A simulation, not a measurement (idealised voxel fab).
Documented hereafter: the process module known as voxel gate over fins.
Each square cell in cross-section cut measures 5 nm, and the section as a whole is 180 nm wide.
Reading order for cross-sections: top band down to bottom band. Underlying form: a grid of square cells. Band size: one or more rows of cells.
Band: top and bottom heights (nm) first, top before bottom; then materials from left to right, widths in nm. "everywhere" marks a sole material filling the band edge to edge. "air" denotes empty space.
A quick word on heights: they are counted from 0, and under that level the wafer as it came to us is one material throughout. The lowest band is different from the rest in having no bottom; it simply continues downward, written as in "0..down".
A two-number width, for instance "30..40", indicates that the width is equal to the first number in the top row of the band and to the second number in the bottom row, and that it changes by a constant amount per row of cells.
Reading "nothing different" for a step: not a cell of the cross-section changed in it.
Closed-off voids of 8+ cells (no open route to the top) go in "Closed internal cavities", written width x height at distance from the left edge, in nm.
That trailing text on a step's line, after the settings, is the simulator's own remark on the step.
When a step includes a mask, the "overlay nm" setting on its line states how far to the right of its planned place that mask lay, and negative values state how far to the left.

**These are the steps we planned for the process**
1: op RECEIVE | material Si
2: op CONFORMAL_DEP | material SiN | thk nm 5
3: op MASKED_ETCH | tone cover | mask id FINS | width nm 15 | pitch nm 55 | etch materials SiN | depth nm 5 | overlay nm 0
4: op MASKED_ETCH | tone cover | mask id FINS | width nm 15 | pitch nm 55 | etch materials Si | depth nm 35 | overlay nm 0
5: op FILL_DEP | material SiO2 | thk nm 15
6: op CMP | height nm 5
7: op MASKED_ETCH | tone open | mask id RAIL | width nm 15 | etch materials SiO2 | depth nm 35 | overlay nm 0
8: op CONFORMAL_DEP | material TiN | thk nm 5
9: op FILL_DEP | material Ru | thk nm 5
10: op CMP | height nm 5
11: op SELECTIVE_ETCH | etch materials W Ru TiN | depth nm 20
12: op FILL_DEP | material SiO2 | thk nm 5
13: op CMP | height nm 5
14: op SELECTIVE_ETCH | etch materials SiO2 | depth nm 15
15: op STRIP | etch materials SiN
16: op CONFORMAL_DEP | material HfO2 | thk nm 5
17: op CONFORMAL_DEP | material TiN | thk nm 5
18: op FILL_DEP | material W | thk nm 10
19: op CMP | height nm 15
20: op CONFORMAL_DEP | material SiCN | thk nm 10

**Cross-sectional view of the wafer in its as-received condition, corresponding to the state after step 1**
- 0..down = Si everywhere
- Closed internal cavities: none

**First of two wafers: cross-section at end of module, run per plan**
- 25..15 = SiCN everywhere
- 15..10 = W everywhere
- 10..5 = 15 W; 35 TiN; 20 W; 35 TiN; 20 W; 35 TiN; 20 W
- 5..0 = 15 W; 5 TiN; 25 HfO2; 5 TiN; 20 W; 5 TiN; 25 HfO2; 5 TiN; 20 W; 5 TiN; 25 HfO2; 5 TiN; 20 W
- 0..-5 = 20 TiN; 5 HfO2; 15 Si; 5 HfO2; 30 TiN; 5 HfO2; 15 Si; 5 HfO2; 30 TiN; 5 HfO2; 15 Si; 5 HfO2; 25 TiN
- -5..-10 = 25 HfO2; 15 Si; 40 HfO2; 15 Si; 40 HfO2; 15 Si; 30 HfO2
- -10..-15 = 25 SiO2; 15 Si; 40 SiO2; 15 Si; 40 SiO2; 15 Si; 30 SiO2
- -15..-25 = 25 SiO2; 15 Si; 10 SiO2; 5 TiN; 5 Ru; 5 TiN; 15 SiO2; 15 Si; 40 SiO2; 15 Si; 30 SiO2
- -25..-30 = 25 SiO2; 15 Si; 10 SiO2; 15 TiN; 15 SiO2; 15 Si; 40 SiO2; 15 Si; 30 SiO2
- -30..-35 = 25 SiO2; 15 Si; 40 SiO2; 15 Si; 40 SiO2; 15 Si; 30 SiO2
- -35..down = Si everywhere
- Closed internal cavities: none

**So this is wafer number two of the two, cut at the end of the module - it started where the first did and had the same plan, we just got one thing wrong running it**
- 25..15 = SiCN everywhere
- 15..10 = W everywhere
- 10..5 = 15 W; 35 TiN; 20 W; 35 TiN; 20 W; 35 TiN; 20 W
- 5..0 = 15 W; 5 TiN; 25 HfO2; 5 TiN; 20 W; 5 TiN; 25 HfO2; 5 TiN; 20 W; 5 TiN; 25 HfO2; 5 TiN; 20 W
- 0..-5 = 20 TiN; 5 HfO2; 15 Si; 5 HfO2; 30 TiN; 5 HfO2; 15 Si; 5 HfO2; 30 TiN; 5 HfO2; 15 Si; 5 HfO2; 25 TiN
- -5..-10 = 25 HfO2; 15 Si; 40 HfO2; 15 Si; 40 HfO2; 15 Si; 30 HfO2
- -10..-15 = 25 SiO2; 15 Si; 40 SiO2; 15 Si; 40 SiO2; 15 Si; 30 SiO2
- -15..-25 = 25 SiO2; 15 Si; 10 SiO2; 5 TiN; 5 Ru; 5 TiN; 15 SiO2; 15 Si; 40 SiO2; 15 Si; 30 SiO2
- -25..-30 = 25 SiO2; 15 Si; 10 SiO2; 15 TiN; 15 SiO2; 15 Si; 40 SiO2; 15 Si; 30 SiO2
- -30..-45 = 25 SiO2; 15 Si; 40 SiO2; 15 Si; 40 SiO2; 15 Si; 30 SiO2
- -45..down = Si everywhere
- Closed internal cavities: none
Here's what went sideways: in deviation from the planned setting, step 4 was conducted as op MASKED_ETCH | tone cover | mask id FINS | width nm 15 | pitch nm 55 | etch materials Si | depth nm 45 | overlay nm 0
Counted in cells at the end, the second wafer holds more or fewer of these materials than the first: Si -54, SiO2 +54
